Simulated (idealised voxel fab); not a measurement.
You're looking at the process module voxel gate over fins.
The width of the displayed cross-section, cut, is 235 nm; its cells are square, with a size of 5 nm.
Cross-section format: a grid of square cells, given as bands from top to bottom; each band is one or more rows of cells. In this notation a band is specified by the heights of its top and bottom, in that order and in nm, after which its materials appear from left to right, each paired with its width in nm. The word "edge to edge" attached to a single material means that material fills the band from edge to edge; the word "blank" stands for empty space. Where do heights start? At 0: under that level the wafer as delivered is made of one material only. And the lowest band has no floor; it just carries on downward, as in "top 0, no bottom". Width: "30->40" (first number = top row, second number = bottom row, same change from row to row of cells). Given "no alteration" for a step, no cell of the cross-section differs between before and after that step. Enclosed voids (no open way to top), threshold 8 cells or more, entry "Enclosed empty spaces", notation width x height at distance, distance from left edge, nm. Post-settings text on a step line: simulator's own remark regarding the step. "overlay nm" on a masked step: distance the mask lay right of its planned place, negative for left.
PROCESS STEPS FORESEEN IN THE PLAN
| 1 | RECEIVE | material Si |
| 2 | CONFORMAL_DEP | material SiN | thk nm 10 |
| 3 | DIRECTIONAL_DEP | material aC | thk nm 15 |
| 4 | PATTERN | tone cover | mask id FINS | material resist | width nm 15 | pitch nm 40 | thk nm 35 | overlay nm 0 |
| 5 | DIRECTIONAL_ETCH | etch materials aC | depth nm 15 |
| 6 | STRIP | etch materials resist |
| 7 | DIRECTIONAL_ETCH | etch materials SiN | depth nm 10 |
| 8 | DIRECTIONAL_ETCH | etch materials Si | depth nm 40 |
| 9 | STRIP | etch materials aC |
| 10 | FILL_DEP | material SiO2 | thk nm 5 |
| 11 | CMP | height nm 10 |
| 12 | SELECTIVE_ETCH | etch materials SiO2 | depth nm 25 |
| 13 | STRIP | etch materials SiN |
| 14 | CONFORMAL_DEP | material HfO2 | thk nm 5 |
| 15 | CONFORMAL_DEP | material TiN | thk nm 5 |
| 16 | CONFORMAL_DEP | material TiAl | thk nm 5 |
| 17 | CONFORMAL_DEP | material TiN | thk nm 5 |
| 18 | FILL_DEP | material W | thk nm 10 |
| 19 | CMP | height nm 25 |
| 20 | CONFORMAL_DEP | material SiN | thk nm 10 |
THIS IS THE CROSS-SECTION OF THE WAFER AS WE RECEIVED IT, I.E. AFTER STEP 1
* top 0, no bottom | Si edge to edge
* Enclosed empty spaces: none
END-OF-MODULE XS, FIRST OF TWO WAFERS, RUN AS PLANNED
* top 35, bottom 25 | SiN edge to edge
* top 25, bottom 20 | W edge to edge
* top 20, bottom 15 | 70 nm W, then 95 nm TiN, then 70 nm W
* top 15, bottom 10 | 70 nm W, then 5 nm TiN, then 85 nm TiAl, then 5 nm TiN, then 70 nm W
* top 10, bottom 5 | 70 nm W, then 5 nm TiN, then 5 nm TiAl, then 35 nm TiN, then 5 nm TiAl, then 35 nm TiN, then 5 nm TiAl, then 5 nm TiN, then 70 nm W
* top 5, bottom 0 | 75 nm TiN, then 5 nm TiAl, then 5 nm TiN, then 25 nm HfO2, then 5 nm TiN, then 5 nm TiAl, then 5 nm TiN, then 25 nm HfO2, then 5 nm TiN, then 5 nm TiAl, then 75 nm TiN
* top 0, bottom -5 | 80 nm TiAl, then 5 nm TiN, then 5 nm HfO2, then 15 nm Si, then 5 nm HfO2, then 5 nm TiN, then 5 nm TiAl, then 5 nm TiN, then 5 nm HfO2, then 15 nm Si, then 5 nm HfO2, then 5 nm TiN, then 80 nm TiAl
* top -5, bottom -10 | 85 nm TiN, then 5 nm HfO2, then 15 nm Si, then 5 nm HfO2, then 15 nm TiN, then 5 nm HfO2, then 15 nm Si, then 5 nm HfO2, then 85 nm TiN
* top -10, bottom -15 | 90 nm HfO2, then 15 nm Si, then 25 nm HfO2, then 15 nm Si, then 90 nm HfO2
* top -15, bottom -40 | 90 nm SiO2, then 15 nm Si, then 25 nm SiO2, then 15 nm Si, then 90 nm SiO2
* top -40, no bottom | Si edge to edge
* Enclosed empty spaces: none
END OF MODULE, SECOND WAFER, CROSS-SECTION. STARTED LIKE THE FIRST, PLANNED LIKE THE FIRST, RUN WITH ONE MISTAKE
* top 35, bottom 25 | SiN edge to edge
* top 25, bottom 20 | W edge to edge
* top 20, bottom 15 | 70 nm W, then 95 nm SiN, then 70 nm W
* top 15, bottom 10 | 70 nm W, then 5 nm SiN, then 85 nm TiAl, then 5 nm SiN, then 70 nm W
* top 10, bottom 5 | 70 nm W, then 5 nm SiN, then 5 nm TiAl, then 35 nm TiN, then 5 nm TiAl, then 35 nm TiN, then 5 nm TiAl, then 5 nm SiN, then 70 nm W
* top 5, bottom 0 | 75 nm SiN, then 5 nm TiAl, then 5 nm TiN, then 25 nm HfO2, then 5 nm TiN, then 5 nm TiAl, then 5 nm TiN, then 25 nm HfO2, then 5 nm TiN, then 5 nm TiAl, then 75 nm SiN
* top 0, bottom -5 | 80 nm TiAl, then 5 nm TiN, then 5 nm HfO2, then 15 nm Si, then 5 nm HfO2, then 5 nm TiN, then 5 nm TiAl, then 5 nm TiN, then 5 nm HfO2, then 15 nm Si, then 5 nm HfO2, then 5 nm TiN, then 80 nm TiAl
* top -5, bottom -10 | 85 nm TiN, then 5 nm HfO2, then 15 nm Si, then 5 nm HfO2, then 15 nm TiN, then 5 nm HfO2, then 15 nm Si, then 5 nm HfO2, then 85 nm TiN
* top -10, bottom -15 | 90 nm HfO2, then 15 nm Si, then 25 nm HfO2, then 15 nm Si, then 90 nm HfO2
* top -15, bottom -40 | 90 nm SiO2, then 15 nm Si, then 25 nm SiO2, then 15 nm Si, then 90 nm SiO2
* top -40, no bottom | Si edge to edge
* Enclosed empty spaces: none
Here's what went sideways: step 17 did not use the planned setting and instead ran as CONFORMAL_DEP | material SiN | thk nm 5
End check, counted in cells, second wafer has more or fewer of these materials than the first: +53 SiN, -53 TiN
